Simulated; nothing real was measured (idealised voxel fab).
process module | voxel wiring stack
cross-section cut | 260 nm wide | cells 5 nm
A cross-section is a grid of square cells, given in bands from the top down. A band is one or more rows of cells.
Each band's line starts with the height of the band's top and of its bottom, in nm. Then come its materials from left to right, each with its width in nm. One material with "throughout" fills the band from edge to edge. "air" is empty space.
Height 0 is the level under which the wafer as received is all one material. The lowest band goes on downwards, as in "0 down".
A width such as "30 to 40" changes by the same amount from each row of cells to the next, from the band's top row to its bottom row.
"no change" after a step means that no cell of the cross-section changed.
closed voids: empty space of 8 cells or more with no open way to the top, each as width x height at its distance from the left edge, in nm
after a step's settings: what the simulator itself notes on the step
overlay nm, on a step with a mask: how far to the right of its planned place the mask lay; to the left if negative
plan
1 op RECEIVE | material Si
2 op CONFORMAL_DEP | material SiO2 | thk nm 10
3 op CONFORMAL_DEP | material SiCN | thk nm 5
4 op DIRECTIONAL_DEP | material SiO2 | thk nm 15
5 op PATTERN | tone open | mask id METAL_1 | material resist | width nm 30 | pitch nm 55 | thk nm 20 | overlay nm 0
6 op DIRECTIONAL_ETCH | etch materials SiO2 | depth nm 15
7 op DIRECTIONAL_ETCH | etch materials SiCN | depth nm 5
8 op STRIP | etch materials resist
9 op CONFORMAL_DEP | material TiN | thk nm 5
10 op FILL_DEP | material Cu | thk nm 5
11 op CMP | height nm 30
12 op CONFORMAL_DEP | material SiCN | thk nm 5
13 op DIRECTIONAL_DEP | material SiO2 | thk nm 20
14 op MASKED_ETCH | tone open | mask id PLUG_1 | width nm 15 | pitch nm 55 | etch materials SiO2 | depth nm 20 | overlay nm 0
15 op MASKED_ETCH | tone open | mask id PLUG_1 | width nm 15 | pitch nm 55 | etch materials SiCN | depth nm 5 | overlay nm 0
16 op EPI | material Ru | thk nm 10
17 op EPI | material Ru | thk nm 10
18 op EPI | material Ru | thk nm 5
19 op CONFORMAL_DEP | material SiCN | thk nm 5
20 op DIRECTIONAL_DEP | material lowk | thk nm 20
21 op PATTERN | tone open | mask id METAL_2 | material resist | width nm 30 | pitch nm 55 | thk nm 20 | overlay nm 0
22 op DIRECTIONAL_ETCH | etch materials lowk | depth nm 20
23 op DIRECTIONAL_ETCH | etch materials SiCN | depth nm 5
24 op STRIP | etch materials resist
25 op CONFORMAL_DEP | material TiN | thk nm 5
26 op FILL_DEP | material Cu | thk nm 10
27 op CMP | height nm 80
28 op CONFORMAL_DEP | material SiCN | thk nm 5
29 op DIRECTIONAL_DEP | material lowk | thk nm 30
30 op MASKED_ETCH | tone open | mask id METAL_3_HOLES | width nm 15 | pitch nm 55 | etch materials lowk | depth nm 30 | overlay nm 0
31 op MASKED_ETCH | tone open | mask id METAL_3 | width nm 30 | pitch nm 55 | etch materials lowk | depth nm 20 | overlay nm 0
32 op MASKED_ETCH | tone open | mask id METAL_3 | width nm 30 | pitch nm 55 | etch materials SiCN | depth nm 5 | overlay nm 0
33 op CONFORMAL_DEP | material TiN | thk nm 5
34 op FILL_DEP | material Cu | thk nm 5
35 op CMP | height nm 115
36 op CONFORMAL_DEP | material SiCN | thk nm 5
37 op DIRECTIONAL_DEP | material lowk | thk nm 10
38 op DIRECTIONAL_DEP | material aC | thk nm 10
39 op PATTERN | tone open | mask id PLUG_3 | material resist | width nm 15 | thk nm 25 | overlay nm 0
40 op DIRECTIONAL_ETCH | etch materials aC | depth nm 10
41 op STRIP | etch materials resist
42 op DIRECTIONAL_ETCH | etch materials lowk | depth nm 10
43 op DIRECTIONAL_ETCH | etch materials SiCN | depth nm 5
44 op STRIP | etch materials aC
45 op CONFORMAL_DEP | material TiN | thk nm 5
46 op FILL_DEP | material W | thk nm 10
47 op CMP | height nm 130
48 op CONFORMAL_DEP | material SiN | thk nm 5
49 op DIRECTIONAL_DEP | material lowk | thk nm 25
50 op MASKED_ETCH | tone open | mask id METAL_4 | width nm 30 | pitch nm 55 | etch materials lowk | depth nm 25 | overlay nm 0
51 op MASKED_ETCH | tone open | mask id METAL_4 | width nm 30 | pitch nm 55 | etch materials SiN | depth nm 5 | overlay nm 0
52 op CONFORMAL_DEP | material TiN | thk nm 5
53 op FILL_DEP | material Cu | thk nm 5
54 op CMP | height nm 160
55 op EPI | material Ru | thk nm 5
56 op FILL_DEP | material SiCN | thk nm 5
first wafer, as planned
as received, after step 1
  0 down: Si throughout
  closed voids: none
after step 2
  10 to 0: SiO2 throughout
  below 0: unchanged
after step 3
  15 to 10: SiCN throughout
  below 10: unchanged
after step 4
  30 to 15: SiO2 throughout
  below 15: unchanged
after step 5
  50 to 30: resist 85 | air 30 | resist 25 | air 30 | resist 90
  below 30: unchanged
after step 6
  50 to 30: resist 85 | air 30 | resist 25 | air 30 | resist 90
  30 to 15: SiO2 85 | air 30 | SiO2 25 | air 30 | SiO2 90
  below 15: unchanged
after step 7
  50 to 30: resist 85 | air 30 | resist 25 | air 30 | resist 90
  30 to 15: SiO2 85 | air 30 | SiO2 25 | air 30 | SiO2 90
  15 to 10: SiCN 85 | air 30 | SiCN 25 | air 30 | SiCN 90
  below 10: unchanged
after step 8
  30 to 15: SiO2 85 | air 30 | SiO2 25 | air 30 | SiO2 90
  below 15: unchanged
after step 9
  35 to 30: TiN 90 | air 20 | TiN 35 | air 20 | TiN 95
  30 to 15: SiO2 85 | TiN 5 | air 20 | TiN 5 | SiO2 25 | TiN 5 | air 20 | TiN 5 | SiO2 90
  15 to 10: SiCN 85 | TiN 30 | SiCN 25 | TiN 30 | SiCN 90
  below 10: unchanged
after step 10
  40 to 35: Cu throughout
  35 to 30: TiN 90 | Cu 20 | TiN 35 | Cu 20 | TiN 95
  30 to 15: SiO2 85 | TiN 5 | Cu 20 | TiN 5 | SiO2 25 | TiN 5 | Cu 20 | TiN 5 | SiO2 90
  below 15: unchanged
after step 11
  30 to 15: SiO2 85 | TiN 5 | Cu 20 | TiN 5 | SiO2 25 | TiN 5 | Cu 20 | TiN 5 | SiO2 90
  below 15: unchanged
after step 12
  35 to 30: SiCN throughout
  below 30: unchanged
after step 13
  55 to 35: SiO2 throughout
  below 35: unchanged
after step 14
  55 to 35: SiO2 85 | air 15 | SiO2 40 | air 15 | SiO2 105
  below 35: unchanged
after step 15
  55 to 35: SiO2 85 | air 15 | SiO2 40 | air 15 | SiO2 105
  35 to 30: SiCN 85 | air 15 | SiCN 40 | air 15 | SiCN 105
  below 30: unchanged
after step 16
  55 to 40: SiO2 85 | air 15 | SiO2 40 | air 15 | SiO2 105
  40 to 35: SiO2 85 | Ru 15 | SiO2 40 | Ru 15 | SiO2 105
  35 to 30: SiCN 85 | Ru 15 | SiCN 40 | Ru 15 | SiCN 105
  below 30: unchanged
after step 17
  55 to 50: SiO2 85 | air 15 | SiO2 40 | air 15 | SiO2 105
  50 to 35: SiO2 85 | Ru 15 | SiO2 40 | Ru 15 | SiO2 105
  below 35: unchanged
after step 18
  55 to 35: SiO2 85 | Ru 15 | SiO2 40 | Ru 15 | SiO2 105
  below 35: unchanged
after step 19
  60 to 55: SiCN throughout
  below 55: unchanged
after step 20
  80 to 60: lowk throughout
  below 60: unchanged
after step 21
  100 to 80: resist 85 | air 30 | resist 25 | air 30 | resist 90
  below 80: unchanged
after step 22
  100 to 80: resist 85 | air 30 | resist 25 | air 30 | resist 90
  80 to 60: lowk 85 | air 30 | lowk 25 | air 30 | lowk 90
  below 60: unchanged
after step 23
  100 to 80: resist 85 | air 30 | resist 25 | air 30 | resist 90
  80 to 60: lowk 85 | air 30 | lowk 25 | air 30 | lowk 90
  60 to 55: SiCN 85 | air 30 | SiCN 25 | air 30 | SiCN 90
  below 55: unchanged
after step 24
  80 to 60: lowk 85 | air 30 | lowk 25 | air 30 | lowk 90
  below 60: unchanged
after step 25
  85 to 80: TiN 90 | air 20 | TiN 35 | air 20 | TiN 95
  80 to 60: lowk 85 | TiN 5 | air 20 | TiN 5 | lowk 25 | TiN 5 | air 20 | TiN 5 | lowk 90
  60 to 55: SiCN 85 | TiN 30 | SiCN 25 | TiN 30 | SiCN 90
  below 55: unchanged
after step 26
  95 to 85: Cu throughout
  85 to 80: TiN 90 | Cu 20 | TiN 35 | Cu 20 | TiN 95
  80 to 60: lowk 85 | TiN 5 | Cu 20 | TiN 5 | lowk 25 | TiN 5 | Cu 20 | TiN 5 | lowk 90
  below 60: unchanged
after step 27
  80 to 60: lowk 85 | TiN 5 | Cu 20 | TiN 5 | lowk 25 | TiN 5 | Cu 20 | TiN 5 | lowk 90
  below 60: unchanged
after step 28
  85 to 80: SiCN throughout
  below 80: unchanged
after step 29
  115 to 85: lowk throughout
  below 85: unchanged
after step 30
  115 to 85: lowk 85 | air 15 | lowk 40 | air 15 | lowk 105
  below 85: unchanged
after step 31
  115 to 95: lowk 85 | air 30 | lowk 25 | air 30 | lowk 90
  below 95: unchanged
after step 32
  115 to 95: lowk 85 | air 30 | lowk 25 | air 30 | lowk 90
  95 to 85: lowk 85 | air 15 | lowk 40 | air 15 | lowk 105
  85 to 80: SiCN 85 | air 15 | SiCN 40 | air 15 | SiCN 105
  below 80: unchanged
after step 33
  120 to 115: TiN 90 | air 20 | TiN 35 | air 20 | TiN 95
  115 to 100: lowk 85 | TiN 5 | air 20 | TiN 5 | lowk 25 | TiN 5 | air 20 | TiN 5 | lowk 90
  100 to 95: lowk 85 | TiN 5 | air 5 | TiN 20 | lowk 25 | TiN 5 | air 5 | TiN 20 | lowk 90
  95 to 85: lowk 85 | TiN 5 | air 5 | TiN 5 | lowk 40 | TiN 5 | air 5 | TiN 5 | lowk 105
  85 to 80: SiCN 85 | TiN 15 | SiCN 40 | TiN 15 | SiCN 105
  below 80: unchanged
after step 34
  125 to 120: Cu throughout
  120 to 115: TiN 90 | Cu 20 | TiN 35 | Cu 20 | TiN 95
  115 to 100: lowk 85 | TiN 5 | Cu 20 | TiN 5 | lowk 25 | TiN 5 | Cu 20 | TiN 5 | lowk 90
  100 to 95: lowk 85 | TiN 5 | Cu 5 | TiN 20 | lowk 25 | TiN 5 | Cu 5 | TiN 20 | lowk 90
  95 to 85: lowk 85 | TiN 5 | Cu 5 | TiN 5 | lowk 40 | TiN 5 | Cu 5 | TiN 5 | lowk 105
  below 85: unchanged
after step 35
  115 to 100: lowk 85 | TiN 5 | Cu 20 | TiN 5 | lowk 25 | TiN 5 | Cu 20 | TiN 5 | lowk 90
  below 100: unchanged
after step 36
  120 to 115: SiCN throughout
  below 115: unchanged
after step 37
  130 to 120: lowk throughout
  below 120: unchanged
after step 38
  140 to 130: aC throughout
  below 130: unchanged
after step 39
  165 to 140: resist 85 | air 15 | resist 160
  below 140: unchanged
after step 40
  155 to 140: resist 85 | air 15 | resist 160
  140 to 130: aC 85 | air 15 | aC 160
  below 130: unchanged
after step 41
  140 to 130: aC 85 | air 15 | aC 160
  below 130: unchanged
after step 42
  140 to 130: aC 85 | air 15 | aC 160
  130 to 120: lowk 85 | air 15 | lowk 160
  below 120: unchanged
after step 43
  140 to 130: aC 85 | air 15 | aC 160
  130 to 120: lowk 85 | air 15 | lowk 160
  120 to 115: SiCN 85 | air 15 | SiCN 160
  below 115: unchanged
after step 44
  130 to 120: lowk 85 | air 15 | lowk 160
  below 120: unchanged
after step 45
  135 to 130: TiN 90 | air 5 | TiN 165
  130 to 120: lowk 85 | TiN 5 | air 5 | TiN 5 | lowk 160
  120 to 115: SiCN 85 | TiN 15 | SiCN 160
  below 115: unchanged
after step 46
  145 to 135: W throughout
  135 to 130: TiN 90 | W 5 | TiN 165
  130 to 120: lowk 85 | TiN 5 | W 5 | TiN 5 | lowk 160
  below 120: unchanged
after step 47
  130 to 120: lowk 85 | TiN 5 | W 5 | TiN 5 | lowk 160
  below 120: unchanged
after step 48
  135 to 130: SiN throughout
  below 130: unchanged
after step 49
  160 to 135: lowk throughout
  below 135: unchanged
after step 50
  160 to 135: lowk 85 | air 30 | lowk 25 | air 30 | lowk 90
  below 135: unchanged
after step 51
  160 to 135: lowk 85 | air 30 | lowk 25 | air 30 | lowk 90
  135 to 130: SiN 85 | air 30 | SiN 25 | air 30 | SiN 90
  below 130: unchanged
after step 52
  165 to 160: TiN 90 | air 20 | TiN 35 | air 20 | TiN 95
  160 to 135: lowk 85 | TiN 5 | air 20 | TiN 5 | lowk 25 | TiN 5 | air 20 | TiN 5 | lowk 90
  135 to 130: SiN 85 | TiN 30 | SiN 25 | TiN 30 | SiN 90
  below 130: unchanged
after step 53
  170 to 165: Cu throughout
  165 to 160: TiN 90 | Cu 20 | TiN 35 | Cu 20 | TiN 95
  160 to 135: lowk 85 | TiN 5 | Cu 20 | TiN 5 | lowk 25 | TiN 5 | Cu 20 | TiN 5 | lowk 90
  below 135: unchanged
after step 54
  160 to 135: lowk 85 | TiN 5 | Cu 20 | TiN 5 | lowk 25 | TiN 5 | Cu 20 | TiN 5 | lowk 90
  below 135: unchanged
after step 55
  165 to 160: air 80 | Ru 40 | air 15 | Ru 40 | air 85
  below 160: unchanged
after step 56
  170 to 165: SiCN throughout
  165 to 160: SiCN 80 | Ru 40 | SiCN 15 | Ru 40 | SiCN 85
  below 160: unchanged
second wafer: like start, like plan, one mistake. Through step 2 it matches the first wafer
when step 3 should have ended: no change
when step 4 should have ended
  25 to 0: SiO2 throughout
  below 0: unchanged
when step 5 should have ended
  45 to 25: resist 85 | air 30 | resist 25 | air 30 | resist 90
  below 25: unchanged
when step 6 should have ended
  45 to 25: resist 85 | air 30 | resist 25 | air 30 | resist 90
  25 to 10: SiO2 85 | air 30 | SiO2 25 | air 30 | SiO2 90
  below 10: unchanged
when step 7 should have ended: no change
when step 8 should have ended
  25 to 10: SiO2 85 | air 30 | SiO2 25 | air 30 | SiO2 90
  below 10: unchanged
when step 9 should have ended
  30 to 25: TiN 90 | air 20 | TiN 35 | air 20 | TiN 95
  25 to 15: SiO2 85 | TiN 5 | air 20 | TiN 5 | SiO2 25 | TiN 5 | air 20 | TiN 5 | SiO2 90
  15 to 10: SiO2 85 | TiN 30 | SiO2 25 | TiN 30 | SiO2 90
  below 10: unchanged
when step 10 should have ended
  35 to 30: Cu throughout
  30 to 25: TiN 90 | Cu 20 | TiN 35 | Cu 20 | TiN 95
  25 to 15: SiO2 85 | TiN 5 | Cu 20 | TiN 5 | SiO2 25 | TiN 5 | Cu 20 | TiN 5 | SiO2 90
  below 15: unchanged
when step 11 should have ended
  30 to 25: TiN 90 | Cu 20 | TiN 35 | Cu 20 | TiN 95
  below 25: unchanged
when step 12 should have ended
  35 to 30: SiCN throughout
  below 30: unchanged
when step 13 should have ended
  55 to 35: SiO2 throughout
  below 35: unchanged
when step 14 should have ended
  55 to 35: SiO2 85 | air 15 | SiO2 40 | air 15 | SiO2 105
  below 35: unchanged
when step 15 should have ended
  55 to 35: SiO2 85 | air 15 | SiO2 40 | air 15 | SiO2 105
  35 to 30: SiCN 85 | air 15 | SiCN 40 | air 15 | SiCN 105
  below 30: unchanged
when step 16 should have ended
  55 to 40: SiO2 85 | air 15 | SiO2 40 | air 15 | SiO2 105
  40 to 35: SiO2 85 | Ru 15 | SiO2 40 | Ru 15 | SiO2 105
  35 to 30: SiCN 85 | Ru 15 | SiCN 40 | Ru 15 | SiCN 105
  below 30: unchanged
when step 17 should have ended
  55 to 50: SiO2 85 | air 15 | SiO2 40 | air 15 | SiO2 105
  50 to 35: SiO2 85 | Ru 15 | SiO2 40 | Ru 15 | SiO2 105
  below 35: unchanged
when step 18 should have ended
  55 to 35: SiO2 85 | Ru 15 | SiO2 40 | Ru 15 | SiO2 105
  below 35: unchanged
when step 19 should have ended
  60 to 55: SiCN throughout
  below 55: unchanged
when step 20 should have ended
  80 to 60: lowk throughout
  below 60: unchanged
when step 21 should have ended
  100 to 80: resist 85 | air 30 | resist 25 | air 30 | resist 90
  below 80: unchanged
when step 22 should have ended
  100 to 80: resist 85 | air 30 | resist 25 | air 30 | resist 90
  80 to 60: lowk 85 | air 30 | lowk 25 | air 30 | lowk 90
  below 60: unchanged
when step 23 should have ended
  100 to 80: resist 85 | air 30 | resist 25 | air 30 | resist 90
  80 to 60: lowk 85 | air 30 | lowk 25 | air 30 | lowk 90
  60 to 55: SiCN 85 | air 30 | SiCN 25 | air 30 | SiCN 90
  below 55: unchanged
when step 24 should have ended
  80 to 60: lowk 85 | air 30 | lowk 25 | air 30 | lowk 90
  below 60: unchanged
when step 25 should have ended
  85 to 80: TiN 90 | air 20 | TiN 35 | air 20 | TiN 95
  80 to 60: lowk 85 | TiN 5 | air 20 | TiN 5 | lowk 25 | TiN 5 | air 20 | TiN 5 | lowk 90
  60 to 55: SiCN 85 | TiN 30 | SiCN 25 | TiN 30 | SiCN 90
  below 55: unchanged
when step 26 should have ended
  95 to 85: Cu throughout
  85 to 80: TiN 90 | Cu 20 | TiN 35 | Cu 20 | TiN 95
  80 to 60: lowk 85 | TiN 5 | Cu 20 | TiN 5 | lowk 25 | TiN 5 | Cu 20 | TiN 5 | lowk 90
  below 60: unchanged
when step 27 should have ended
  80 to 60: lowk 85 | TiN 5 | Cu 20 | TiN 5 | lowk 25 | TiN 5 | Cu 20 | TiN 5 | lowk 90
  below 60: unchanged
when step 28 should have ended
  85 to 80: SiCN throughout
  below 80: unchanged
when step 29 should have ended
  115 to 85: lowk throughout
  below 85: unchanged
when step 30 should have ended
  115 to 85: lowk 85 | air 15 | lowk 40 | air 15 | lowk 105
  below 85: unchanged
when step 31 should have ended
  115 to 95: lowk 85 | air 30 | lowk 25 | air 30 | lowk 90
  below 95: unchanged
when step 32 should have ended
  115 to 95: lowk 85 | air 30 | lowk 25 | air 30 | lowk 90
  95 to 85: lowk 85 | air 15 | lowk 40 | air 15 | lowk 105
  85 to 80: SiCN 85 | air 15 | SiCN 40 | air 15 | SiCN 105
  below 80: unchanged
when step 33 should have ended
  120 to 115: TiN 90 | air 20 | TiN 35 | air 20 | TiN 95
  115 to 100: lowk 85 | TiN 5 | air 20 | TiN 5 | lowk 25 | TiN 5 | air 20 | TiN 5 | lowk 90
  100 to 95: lowk 85 | TiN 5 | air 5 | TiN 20 | lowk 25 | TiN 5 | air 5 | TiN 20 | lowk 90
  95 to 85: lowk 85 | TiN 5 | air 5 | TiN 5 | lowk 40 | TiN 5 | air 5 | TiN 5 | lowk 105
  85 to 80: SiCN 85 | TiN 15 | SiCN 40 | TiN 15 | SiCN 105
  below 80: unchanged
when step 34 should have ended
  125 to 120: Cu throughout
  120 to 115: TiN 90 | Cu 20 | TiN 35 | Cu 20 | TiN 95
  115 to 100: lowk 85 | TiN 5 | Cu 20 | TiN 5 | lowk 25 | TiN 5 | Cu 20 | TiN 5 | lowk 90
  100 to 95: lowk 85 | TiN 5 | Cu 5 | TiN 20 | lowk 25 | TiN 5 | Cu 5 | TiN 20 | lowk 90
  95 to 85: lowk 85 | TiN 5 | Cu 5 | TiN 5 | lowk 40 | TiN 5 | Cu 5 | TiN 5 | lowk 105
  below 85: unchanged
when step 35 should have ended
  115 to 100: lowk 85 | TiN 5 | Cu 20 | TiN 5 | lowk 25 | TiN 5 | Cu 20 | TiN 5 | lowk 90
  below 100: unchanged
when step 36 should have ended
  120 to 115: SiCN throughout
  below 115: unchanged
when step 37 should have ended
  130 to 120: lowk throughout
  below 120: unchanged
when step 38 should have ended
  140 to 130: aC throughout
  below 130: unchanged
when step 39 should have ended
  165 to 140: resist 85 | air 15 | resist 160
  below 140: unchanged
when step 40 should have ended
  155 to 140: resist 85 | air 15 | resist 160
  140 to 130: aC 85 | air 15 | aC 160
  below 130: unchanged
when step 41 should have ended
  140 to 130: aC 85 | air 15 | aC 160
  below 130: unchanged
when step 42 should have ended
  140 to 130: aC 85 | air 15 | aC 160
  130 to 120: lowk 85 | air 15 | lowk 160
  below 120: unchanged
when step 43 should have ended
  140 to 130: aC 85 | air 15 | aC 160
  130 to 120: lowk 85 | air 15 | lowk 160
  120 to 115: SiCN 85 | air 15 | SiCN 160
  below 115: unchanged
when step 44 should have ended
  130 to 120: lowk 85 | air 15 | lowk 160
  below 120: unchanged
when step 45 should have ended
  135 to 130: TiN 90 | air 5 | TiN 165
  130 to 120: lowk 85 | TiN 5 | air 5 | TiN 5 | lowk 160
  120 to 115: SiCN 85 | TiN 15 | SiCN 160
  below 115: unchanged
when step 46 should have ended
  145 to 135: W throughout
  135 to 130: TiN 90 | W 5 | TiN 165
  130 to 120: lowk 85 | TiN 5 | W 5 | TiN 5 | lowk 160
  below 120: unchanged
when step 47 should have ended
  130 to 120: lowk 85 | TiN 5 | W 5 | TiN 5 | lowk 160
  below 120: unchanged
when step 48 should have ended
  135 to 130: SiN throughout
  below 130: unchanged
when step 49 should have ended
  160 to 135: lowk throughout
  below 135: unchanged
when step 50 should have ended
  160 to 135: lowk 85 | air 30 | lowk 25 | air 30 | lowk 90
  below 135: unchanged
when step 51 should have ended
  160 to 135: lowk 85 | air 30 | lowk 25 | air 30 | lowk 90
  135 to 130: SiN 85 | air 30 | SiN 25 | air 30 | SiN 90
  below 130: unchanged
when step 52 should have ended
  165 to 160: TiN 90 | air 20 | TiN 35 | air 20 | TiN 95
  160 to 135: lowk 85 | TiN 5 | air 20 | TiN 5 | lowk 25 | TiN 5 | air 20 | TiN 5 | lowk 90
  135 to 130: SiN 85 | TiN 30 | SiN 25 | TiN 30 | SiN 90
  below 130: unchanged
when step 53 should have ended
  170 to 165: Cu throughout
  165 to 160: TiN 90 | Cu 20 | TiN 35 | Cu 20 | TiN 95
  160 to 135: lowk 85 | TiN 5 | Cu 20 | TiN 5 | lowk 25 | TiN 5 | Cu 20 | TiN 5 | lowk 90
  below 135: unchanged
when step 54 should have ended
  160 to 135: lowk 85 | TiN 5 | Cu 20 | TiN 5 | lowk 25 | TiN 5 | Cu 20 | TiN 5 | lowk 90
  below 135: unchanged
when step 55 should have ended
  165 to 160: air 80 | Ru 40 | air 15 | Ru 40 | air 85
  below 160: unchanged
when step 56 should have ended
  170 to 165: SiCN throughout
  165 to 160: SiCN 80 | Ru 40 | SiCN 15 | Ru 40 | SiCN 85
  below 160: unchanged
what went wrong: step 3 was left out
at the end the second wafer has, in cells: 40 fewer of SiCN | 40 more of TiN
